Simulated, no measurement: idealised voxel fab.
process module | voxel self aligned vias
cross-section cut | 230 nm wide | cells 5 nm
A cross-section is a grid of square cells, given in bands from the top down. A band is one or more rows of cells.
Each band's line starts with the height of the band's top and of its bottom, in nm. Then come its materials from left to right, each with its width in nm. One material with "throughout" fills the band from edge to edge. "air" is empty space.
Height 0 is the level under which the wafer as received is all one material. The lowest band goes on downwards, as in "0 down".
A width such as "30 to 40" changes by the same amount from each row of cells to the next, from the band's top row to its bottom row.
"no change" after a step means that no cell of the cross-section changed.
closed voids: empty space of 8 cells or more with no open way to the top, each as width x height at its distance from the left edge, in nm
after a step's settings: what the simulator itself notes on the step
overlay nm, on a step with a mask: how far to the right of its planned place the mask lay; to the left if negative
plan
1 op RECEIVE | material Si
2 op CONFORMAL_DEP | material SiO2 | thk nm 15
3 op CONFORMAL_DEP | material SiCN | thk nm 5
4 op DIRECTIONAL_DEP | material SiO2 | thk nm 30
5 op MASKED_ETCH | tone open | mask id LINES | width nm 30 | pitch nm 65 | etch materials SiO2 | depth nm 30 | overlay nm 0
6 op CONFORMAL_DEP | material TiN | thk nm 5
7 op FILL_DEP | material Ru | thk nm 5
8 op CMP | height nm 50
9 op SELECTIVE_ETCH | etch materials W Ru TiN | depth nm 10
10 op FILL_DEP | material SiN | thk nm 5
11 op CMP | height nm 50
12 op DIRECTIONAL_DEP | material SiO2 | thk nm 20
13 op MASKED_ETCH | tone open | mask id VIAS | width nm 40 | pitch nm 130 | etch materials SiO2 | depth nm 20 | overlay nm 0
14 op MASKED_ETCH | tone open | mask id VIAS | width nm 40 | pitch nm 130 | etch materials SiN | depth nm 10 | overlay nm 0
15 op CONFORMAL_DEP | material TiN | thk nm 5
16 op FILL_DEP | material Ru | thk nm 5
17 op CMP | height nm 70
18 op CONFORMAL_DEP | material SiN | thk nm 5
as received, after step 1
  0 down: Si throughout
  closed voids: none
first wafer at the end, as planned
  75 to 70: SiN throughout
  70 to 55: SiO2 30 | TiN 5 | Ru 30 | TiN 5 | SiO2 90 | TiN 5 | Ru 30 | TiN 5 | SiO2 30
  55 to 50: SiO2 30 | TiN 10 | Ru 20 | TiN 10 | SiO2 90 | TiN 10 | Ru 20 | TiN 10 | SiO2 30
  50 to 45: SiO2 35 | TiN 5 | Ru 20 | TiN 5 | SiO2 35 | SiN 30 | SiO2 35 | TiN 5 | Ru 20 | TiN 5 | SiO2 35
  45 to 40: SiO2 35 | TiN 30 | SiO2 35 | SiN 30 | SiO2 35 | TiN 30 | SiO2 35
  40 to 25: SiO2 35 | TiN 5 | Ru 20 | TiN 5 | SiO2 35 | TiN 5 | Ru 20 | TiN 5 | SiO2 35 | TiN 5 | Ru 20 | TiN 5 | SiO2 35
  25 to 20: SiO2 35 | TiN 30 | SiO2 35 | TiN 30 | SiO2 35 | TiN 30 | SiO2 35
  20 to 15: SiCN throughout
  15 to 0: SiO2 throughout
  0 down: Si throughout
  closed voids: none
second wafer at the end: like start, like plan, one mistake
  75 to 70: SiN throughout
  70 to 50: SiO2 30 | TiN 5 | SiO2 30 | TiN 5 | SiO2 90 | TiN 5 | SiO2 30 | TiN 5 | SiO2 30
  50 to 40: SiO2 35 | SiN 30 | SiO2 35 | SiN 30 | SiO2 35 | SiN 30 | SiO2 35
  40 to 25: SiO2 35 | TiN 5 | Ru 20 | TiN 5 | SiO2 35 | TiN 5 | Ru 20 | TiN 5 | SiO2 35 | TiN 5 | Ru 20 | TiN 5 | SiO2 35
  25 to 20: SiO2 35 | TiN 30 | SiO2 35 | TiN 30 | SiO2 35 | TiN 30 | SiO2 35
  20 to 15: SiCN throughout
  15 to 0: SiO2 throughout
  0 down: Si throughout
  closed voids: none
what went wrong: steps 12 and 13 were swapped
at the end the second wafer has, in cells: 52 fewer of Ru | 24 more of SiN | 48 more of SiO2 | 20 fewer of TiN
